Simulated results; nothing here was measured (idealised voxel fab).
Proc. module: voxel wiring stack
For reference, the cross-section in this document is cut, with width 255 nm and square cells of 5 nm.
Cross-section, as written here: a square-cell grid given band by band from the top down, where a band holds one or more rows of cells. Basically the band line says how high the top is and how high the bottom is, in nm, and then what's in it from left to right, every material with its width in nm. Empty space shows up as "empty", and if a single material carries "throughout" it runs the full band edge to edge. All heights in this document are referenced to 0, defined as the level beneath which the wafer, as received, consists entirely of one material. The lowest band is not bounded below; it extends indefinitely downward and is written in the form "0 -> down". So if you see something like "30->40" for the width, read it as the top row of the band sitting at the first number and the bottom row at the second, with every row in between moving by the same amount as the last. Key: "same as before" - step with no changed cell in the cross-section. Reported under the label "Cavities, sealed" are the empty spaces having no open way to the top and comprising 8 cells or more; the notation for each is width x height at distance, in which the distance is measured from the left edge and all three values are in nm. It should be noted that, on the line of a given step, the content following the step's settings is a remark produced by the simulator itself with respect to that step. Steps that use a mask can have "overlay nm" on their line. It says how far the mask sat to the right of where it was meant to be. Negative means to the left.

So here's the lineup of process steps we planned:
step 1: RECEIVE [material Si]
step 2: CONFORMAL_DEP [material SiO2] [thk nm 10]
step 3: DIRECTIONAL_DEP [material TiN] [thk nm 5]
step 4: DIRECTIONAL_DEP [material Ru] [thk nm 25]
step 5: PATTERN [tone cover] [mask id METAL_1] [material resist] [width nm 25] [pitch nm 45] [thk nm 20] [overlay nm 0]
step 6: DIRECTIONAL_ETCH [etch materials Ru] [depth nm 25]
step 7: DIRECTIONAL_ETCH [etch materials TiN] [depth nm 5]
step 8: STRIP [etch materials resist]
step 9: CONFORMAL_DEP [material SiN] [thk nm 5]
step 10: FILL_DEP [material lowk] [thk nm 5]
step 11: CMP [height nm 40]
step 12: CONFORMAL_DEP [material SiCN] [thk nm 5]
step 13: DIRECTIONAL_DEP [material lowk] [thk nm 25]
step 14: PATTERN [tone open] [mask id METAL_2] [material resist] [width nm 25] [pitch nm 45] [thk nm 20] [overlay nm 0]
step 15: DIRECTIONAL_ETCH [etch materials lowk] [depth nm 15]
step 16: STRIP [etch materials resist]
step 17: PATTERN [tone open] [mask id METAL_2_HOLES] [material resist] [width nm 15] [pitch nm 45] [thk nm 20] [overlay nm 0]
step 18: DIRECTIONAL_ETCH [etch materials lowk] [depth nm 10]
step 19: DIRECTIONAL_ETCH [etch materials SiCN] [depth nm 5]
step 20: STRIP [etch materials resist]
step 21: CONFORMAL_DEP [material TiN] [thk nm 5]
step 22: FILL_DEP [material Cu] [thk nm 5]
step 23: CMP [height nm 70]
step 24: CONFORMAL_DEP [material SiN] [thk nm 5]

First of two wafers - as planned:

Cross-section of the incoming wafer, state after step 1:
    0 -> down | Si throughout
    Cavities, sealed: none

Cross-section: wafer state after step 2:
    10 -> 0 | SiO2 throughout
    Rest of section, below 0: as before.

Cross-section: wafer state after step 3:
    15 -> 10 | TiN throughout
    Rest of section, below 10: as before.

Cross-section: wafer state after step 4:
    40 -> 15 | Ru throughout
    Rest of section, below 15: as before.

Cross-section: wafer state after step 5:
    60 -> 40 | 45 nm empty | 25 nm resist | 20 nm empty | 25 nm resist | 20 nm empty | 25 nm resist | 20 nm empty | 25 nm resist | 50 nm empty
    Rest of section, below 40: as before.

Cross-section: wafer state after step 6:
    60 -> 40 | 45 nm empty | 25 nm resist | 20 nm empty | 25 nm resist | 20 nm empty | 25 nm resist | 20 nm empty | 25 nm resist | 50 nm empty
    40 -> 15 | 45 nm empty | 25 nm Ru | 20 nm empty | 25 nm Ru | 20 nm empty | 25 nm Ru | 20 nm empty | 25 nm Ru | 50 nm empty
    Rest of section, below 15: as before.

Cross-section: wafer state after step 7:
    60 -> 40 | 45 nm empty | 25 nm resist | 20 nm empty | 25 nm resist | 20 nm empty | 25 nm resist | 20 nm empty | 25 nm resist | 50 nm empty
    40 -> 15 | 45 nm empty | 25 nm Ru | 20 nm empty | 25 nm Ru | 20 nm empty | 25 nm Ru | 20 nm empty | 25 nm Ru | 50 nm empty
    15 -> 10 | 45 nm empty | 25 nm TiN | 20 nm empty | 25 nm TiN | 20 nm empty | 25 nm TiN | 20 nm empty | 25 nm TiN | 50 nm empty
    Rest of section, below 10: as before.

Cross-section: wafer state after step 8:
    40 -> 15 | 45 nm empty | 25 nm Ru | 20 nm empty | 25 nm Ru | 20 nm empty | 25 nm Ru | 20 nm empty | 25 nm Ru | 50 nm empty
    Rest of section, below 15: as before.

Cross-section: wafer state after step 9:
    45 -> 40 | 40 nm empty | 35 nm SiN | 10 nm empty | 35 nm SiN | 10 nm empty | 35 nm SiN | 10 nm empty | 35 nm SiN | 45 nm empty
    40 -> 15 | 40 nm empty | 5 nm SiN | 25 nm Ru | 5 nm SiN | 10 nm empty | 5 nm SiN | 25 nm Ru | 5 nm SiN | 10 nm empty | 5 nm SiN | 25 nm Ru | 5 nm SiN | 10 nm empty | 5 nm SiN | 25 nm Ru | 5 nm SiN | 45 nm empty
    15 -> 10 | 45 nm SiN | 25 nm TiN | 20 nm SiN | 25 nm TiN | 20 nm SiN | 25 nm TiN | 20 nm SiN | 25 nm TiN | 50 nm SiN
    Rest of section, below 10: as before.

Cross-section: wafer state after step 10:
    50 -> 45 | lowk throughout
    45 -> 40 | 40 nm lowk | 35 nm SiN | 10 nm lowk | 35 nm SiN | 10 nm lowk | 35 nm SiN | 10 nm lowk | 35 nm SiN | 45 nm lowk
    40 -> 15 | 40 nm lowk | 5 nm SiN | 25 nm Ru | 5 nm SiN | 10 nm lowk | 5 nm SiN | 25 nm Ru | 5 nm SiN | 10 nm lowk | 5 nm SiN | 25 nm Ru | 5 nm SiN | 10 nm lowk | 5 nm SiN | 25 nm Ru | 5 nm SiN | 45 nm lowk
    Rest of section, below 15: as before.

Cross-section: wafer state after step 11:
    40 -> 15 | 40 nm lowk | 5 nm SiN | 25 nm Ru | 5 nm SiN | 10 nm lowk | 5 nm SiN | 25 nm Ru | 5 nm SiN | 10 nm lowk | 5 nm SiN | 25 nm Ru | 5 nm SiN | 10 nm lowk | 5 nm SiN | 25 nm Ru | 5 nm SiN | 45 nm lowk
    Rest of section, below 15: as before.

Cross-section: wafer state after step 12:
    45 -> 40 | SiCN throughout
    Rest of section, below 40: as before.

Cross-section: wafer state after step 13:
    70 -> 45 | lowk throughout
    Rest of section, below 45: as before.

Cross-section: wafer state after step 14:
    90 -> 70 | 45 nm resist | 25 nm empty | 20 nm resist | 25 nm empty | 20 nm resist | 25 nm empty | 20 nm resist | 25 nm empty | 50 nm resist
    Rest of section, below 70: as before.

Cross-section: wafer state after step 15:
    90 -> 70 | 45 nm resist | 25 nm empty | 20 nm resist | 25 nm empty | 20 nm resist | 25 nm empty | 20 nm resist | 25 nm empty | 50 nm resist
    70 -> 55 | 45 nm lowk | 25 nm empty | 20 nm lowk | 25 nm empty | 20 nm lowk | 25 nm empty | 20 nm lowk | 25 nm empty | 50 nm lowk
    Rest of section, below 55: as before.

Cross-section: wafer state after step 16:
    70 -> 55 | 45 nm lowk | 25 nm empty | 20 nm lowk | 25 nm empty | 20 nm lowk | 25 nm empty | 20 nm lowk | 25 nm empty | 50 nm lowk
    Rest of section, below 55: as before.

Cross-section: wafer state after step 17:
    90 -> 70 | 45 nm resist | 15 nm empty | 30 nm resist | 15 nm empty | 30 nm resist | 15 nm empty | 30 nm resist | 15 nm empty | 60 nm resist
    70 -> 55 | 45 nm lowk | 15 nm empty | 10 nm resist | 20 nm lowk | 15 nm empty | 10 nm resist | 20 nm lowk | 15 nm empty | 10 nm resist | 20 nm lowk | 15 nm empty | 10 nm resist | 50 nm lowk
    Rest of section, below 55: as before.

Cross-section: wafer state after step 18:
    90 -> 70 | 45 nm resist | 15 nm empty | 30 nm resist | 15 nm empty | 30 nm resist | 15 nm empty | 30 nm resist | 15 nm empty | 60 nm resist
    70 -> 55 | 45 nm lowk | 15 nm empty | 10 nm resist | 20 nm lowk | 15 nm empty | 10 nm resist | 20 nm lowk | 15 nm empty | 10 nm resist | 20 nm lowk | 15 nm empty | 10 nm resist | 50 nm lowk
    55 -> 45 | 45 nm lowk | 15 nm empty | 30 nm lowk | 15 nm empty | 30 nm lowk | 15 nm empty | 30 nm lowk | 15 nm empty | 60 nm lowk
    Rest of section, below 45: as before.

Cross-section: wafer state after step 19:
    90 -> 70 | 45 nm resist | 15 nm empty | 30 nm resist | 15 nm empty | 30 nm resist | 15 nm empty | 30 nm resist | 15 nm empty | 60 nm resist
    70 -> 55 | 45 nm lowk | 15 nm empty | 10 nm resist | 20 nm lowk | 15 nm empty | 10 nm resist | 20 nm lowk | 15 nm empty | 10 nm resist | 20 nm lowk | 15 nm empty | 10 nm resist | 50 nm lowk
    55 -> 45 | 45 nm lowk | 15 nm empty | 30 nm lowk | 15 nm empty | 30 nm lowk | 15 nm empty | 30 nm lowk | 15 nm empty | 60 nm lowk
    45 -> 40 | 45 nm SiCN | 15 nm empty | 30 nm SiCN | 15 nm empty | 30 nm SiCN | 15 nm empty | 30 nm SiCN | 15 nm empty | 60 nm SiCN
    Rest of section, below 40: as before.

Cross-section: wafer state after step 20:
    70 -> 55 | 45 nm lowk | 25 nm empty | 20 nm lowk | 25 nm empty | 20 nm lowk | 25 nm empty | 20 nm lowk | 25 nm empty | 50 nm lowk
    Rest of section, below 55: as before.

Cross-section: wafer state after step 21:
    75 -> 70 | 50 nm TiN | 15 nm empty | 30 nm TiN | 15 nm empty | 30 nm TiN | 15 nm empty | 30 nm TiN | 15 nm empty | 55 nm TiN
    70 -> 60 | 45 nm lowk | 5 nm TiN | 15 nm empty | 5 nm TiN | 20 nm lowk | 5 nm TiN | 15 nm empty | 5 nm TiN | 20 nm lowk | 5 nm TiN | 15 nm empty | 5 nm TiN | 20 nm lowk | 5 nm TiN | 15 nm empty | 5 nm TiN | 50 nm lowk
    60 -> 55 | 45 nm lowk | 5 nm TiN | 5 nm empty | 15 nm TiN | 20 nm lowk | 5 nm TiN | 5 nm empty | 15 nm TiN | 20 nm lowk | 5 nm TiN | 5 nm empty | 15 nm TiN | 20 nm lowk | 5 nm TiN | 5 nm empty | 15 nm TiN | 50 nm lowk
    55 -> 45 | 45 nm lowk | 5 nm TiN | 5 nm empty | 5 nm TiN | 30 nm lowk | 5 nm TiN | 5 nm empty | 5 nm TiN | 30 nm lowk | 5 nm TiN | 5 nm empty | 5 nm TiN | 30 nm lowk | 5 nm TiN | 5 nm empty | 5 nm TiN | 60 nm lowk
    45 -> 40 | 45 nm SiCN | 15 nm TiN | 30 nm SiCN | 15 nm TiN | 30 nm SiCN | 15 nm TiN | 30 nm SiCN | 15 nm TiN | 60 nm SiCN
    Rest of section, below 40: as before.

Cross-section: wafer state after step 22:
    80 -> 75 | Cu throughout
    75 -> 70 | 50 nm TiN | 15 nm Cu | 30 nm TiN | 15 nm Cu | 30 nm TiN | 15 nm Cu | 30 nm TiN | 15 nm Cu | 55 nm TiN
    70 -> 60 | 45 nm lowk | 5 nm TiN | 15 nm Cu | 5 nm TiN | 20 nm lowk | 5 nm TiN | 15 nm Cu | 5 nm TiN | 20 nm lowk | 5 nm TiN | 15 nm Cu | 5 nm TiN | 20 nm lowk | 5 nm TiN | 15 nm Cu | 5 nm TiN | 50 nm lowk
    60 -> 55 | 45 nm lowk | 5 nm TiN | 5 nm Cu | 15 nm TiN | 20 nm lowk | 5 nm TiN | 5 nm Cu | 15 nm TiN | 20 nm lowk | 5 nm TiN | 5 nm Cu | 15 nm TiN | 20 nm lowk | 5 nm TiN | 5 nm Cu | 15 nm TiN | 50 nm lowk
    55 -> 45 | 45 nm lowk | 5 nm TiN | 5 nm Cu | 5 nm TiN | 30 nm lowk | 5 nm TiN | 5 nm Cu | 5 nm TiN | 30 nm lowk | 5 nm TiN | 5 nm Cu | 5 nm TiN | 30 nm lowk | 5 nm TiN | 5 nm Cu | 5 nm TiN | 60 nm lowk
    Rest of section, below 45: as before.

Cross-section: wafer state after step 23:
    70 -> 60 | 45 nm lowk | 5 nm TiN | 15 nm Cu | 5 nm TiN | 20 nm lowk | 5 nm TiN | 15 nm Cu | 5 nm TiN | 20 nm lowk | 5 nm TiN | 15 nm Cu | 5 nm TiN | 20 nm lowk | 5 nm TiN | 15 nm Cu | 5 nm TiN | 50 nm lowk
    Rest of section, below 60: as before.

Cross-section: wafer state after step 24:
    75 -> 70 | SiN throughout
    Rest of section, below 70: as before.

The Second Wafer: Common Origin and Plan, One Mistake in Execution, Identical to the First Through Step 16:

Cross-section of the second wafer corresponding to the planned conclusion of step 17:
    90 -> 70 | 50 nm resist | 15 nm empty | 30 nm resist | 15 nm empty | 30 nm resist | 15 nm empty | 30 nm resist | 15 nm empty | 55 nm resist
    70 -> 55 | 45 nm lowk | 5 nm resist | 15 nm empty | 5 nm resist | 20 nm lowk | 5 nm resist | 15 nm empty | 5 nm resist | 20 nm lowk | 5 nm resist | 15 nm empty | 5 nm resist | 20 nm lowk | 5 nm resist | 15 nm empty | 5 nm resist | 50 nm lowk
    Rest of section, below 55: as before.

Cross-section of the second wafer corresponding to the planned conclusion of step 18:
    90 -> 70 | 50 nm resist | 15 nm empty | 30 nm resist | 15 nm empty | 30 nm resist | 15 nm empty | 30 nm resist | 15 nm empty | 55 nm resist
    70 -> 55 | 45 nm lowk | 5 nm resist | 15 nm empty | 5 nm resist | 20 nm lowk | 5 nm resist | 15 nm empty | 5 nm resist | 20 nm lowk | 5 nm resist | 15 nm empty | 5 nm resist | 20 nm lowk | 5 nm resist | 15 nm empty | 5 nm resist | 50 nm lowk
    55 -> 45 | 50 nm lowk | 15 nm empty | 30 nm lowk | 15 nm empty | 30 nm lowk | 15 nm empty | 30 nm lowk | 15 nm empty | 55 nm lowk
    Rest of section, below 45: as before.

Cross-section of the second wafer corresponding to the planned conclusion of step 19:
    90 -> 70 | 50 nm resist | 15 nm empty | 30 nm resist | 15 nm empty | 30 nm resist | 15 nm empty | 30 nm resist | 15 nm empty | 55 nm resist
    70 -> 55 | 45 nm lowk | 5 nm resist | 15 nm empty | 5 nm resist | 20 nm lowk | 5 nm resist | 15 nm empty | 5 nm resist | 20 nm lowk | 5 nm resist | 15 nm empty | 5 nm resist | 20 nm lowk | 5 nm resist | 15 nm empty | 5 nm resist | 50 nm lowk
    55 -> 45 | 50 nm lowk | 15 nm empty | 30 nm lowk | 15 nm empty | 30 nm lowk | 15 nm empty | 30 nm lowk | 15 nm empty | 55 nm lowk
    45 -> 40 | 50 nm SiCN | 15 nm empty | 30 nm SiCN | 15 nm empty | 30 nm SiCN | 15 nm empty | 30 nm SiCN | 15 nm empty | 55 nm SiCN
    Rest of section, below 40: as before.

Cross-section of the second wafer corresponding to the planned conclusion of step 20:
    70 -> 55 | 45 nm lowk | 25 nm empty | 20 nm lowk | 25 nm empty | 20 nm lowk | 25 nm empty | 20 nm lowk | 25 nm empty | 50 nm lowk
    Rest of section, below 55: as before.

Cross-section of the second wafer corresponding to the planned conclusion of step 21:
    75 -> 70 | 50 nm TiN | 15 nm empty | 30 nm TiN | 15 nm empty | 30 nm TiN | 15 nm empty | 30 nm TiN | 15 nm empty | 55 nm TiN
    70 -> 60 | 45 nm lowk | 5 nm TiN | 15 nm empty | 5 nm TiN | 20 nm lowk | 5 nm TiN | 15 nm empty | 5 nm TiN | 20 nm lowk | 5 nm TiN | 15 nm empty | 5 nm TiN | 20 nm lowk | 5 nm TiN | 15 nm empty | 5 nm TiN | 50 nm lowk
    60 -> 55 | 45 nm lowk | 10 nm TiN | 5 nm empty | 10 nm TiN | 20 nm lowk | 10 nm TiN | 5 nm empty | 10 nm TiN | 20 nm lowk | 10 nm TiN | 5 nm empty | 10 nm TiN | 20 nm lowk | 10 nm TiN | 5 nm empty | 10 nm TiN | 50 nm lowk
    55 -> 45 | 50 nm lowk | 5 nm TiN | 5 nm empty | 5 nm TiN | 30 nm lowk | 5 nm TiN | 5 nm empty | 5 nm TiN | 30 nm lowk | 5 nm TiN | 5 nm empty | 5 nm TiN | 30 nm lowk | 5 nm TiN | 5 nm empty | 5 nm TiN | 55 nm lowk
    45 -> 40 | 50 nm SiCN | 15 nm TiN | 30 nm SiCN | 15 nm TiN | 30 nm SiCN | 15 nm TiN | 30 nm SiCN | 15 nm TiN | 55 nm SiCN
    Rest of section, below 40: as before.

Cross-section of the second wafer corresponding to the planned conclusion of step 22:
    80 -> 75 | Cu throughout
    75 -> 70 | 50 nm TiN | 15 nm Cu | 30 nm TiN | 15 nm Cu | 30 nm TiN | 15 nm Cu | 30 nm TiN | 15 nm Cu | 55 nm TiN
    70 -> 60 | 45 nm lowk | 5 nm TiN | 15 nm Cu | 5 nm TiN | 20 nm lowk | 5 nm TiN | 15 nm Cu | 5 nm TiN | 20 nm lowk | 5 nm TiN | 15 nm Cu | 5 nm TiN | 20 nm lowk | 5 nm TiN | 15 nm Cu | 5 nm TiN | 50 nm lowk
    60 -> 55 | 45 nm lowk | 10 nm TiN | 5 nm Cu | 10 nm TiN | 20 nm lowk | 10 nm TiN | 5 nm Cu | 10 nm TiN | 20 nm lowk | 10 nm TiN | 5 nm Cu | 10 nm TiN | 20 nm lowk | 10 nm TiN | 5 nm Cu | 10 nm TiN | 50 nm lowk
    55 -> 45 | 50 nm lowk | 5 nm TiN | 5 nm Cu | 5 nm TiN | 30 nm lowk | 5 nm TiN | 5 nm Cu | 5 nm TiN | 30 nm lowk | 5 nm TiN | 5 nm Cu | 5 nm TiN | 30 nm lowk | 5 nm TiN | 5 nm Cu | 5 nm TiN | 55 nm lowk
    Rest of section, below 45: as before.

Cross-section of the second wafer corresponding to the planned conclusion of step 23:
    70 -> 60 | 45 nm lowk | 5 nm TiN | 15 nm Cu | 5 nm TiN | 20 nm lowk | 5 nm TiN | 15 nm Cu | 5 nm TiN | 20 nm lowk | 5 nm TiN | 15 nm Cu | 5 nm TiN | 20 nm lowk | 5 nm TiN | 15 nm Cu | 5 nm TiN | 50 nm lowk
    Rest of section, below 60: as before.

Cross-section of the second wafer corresponding to the planned conclusion of step 24:
    75 -> 70 | SiN throughout
    Rest of section, below 70: as before.
So what did we get wrong on this run? it should be noted that step 17 was executed with settings other than those planned, the operation and settings actually applied being PATTERN [tone open] [mask id METAL_2_HOLES] [material resist] [width nm 15] [pitch nm 45] [thk nm 20] [overlay nm 5]
At the end, the second wafer has the same number of cells of each material as the first, but those cells sit in other places.
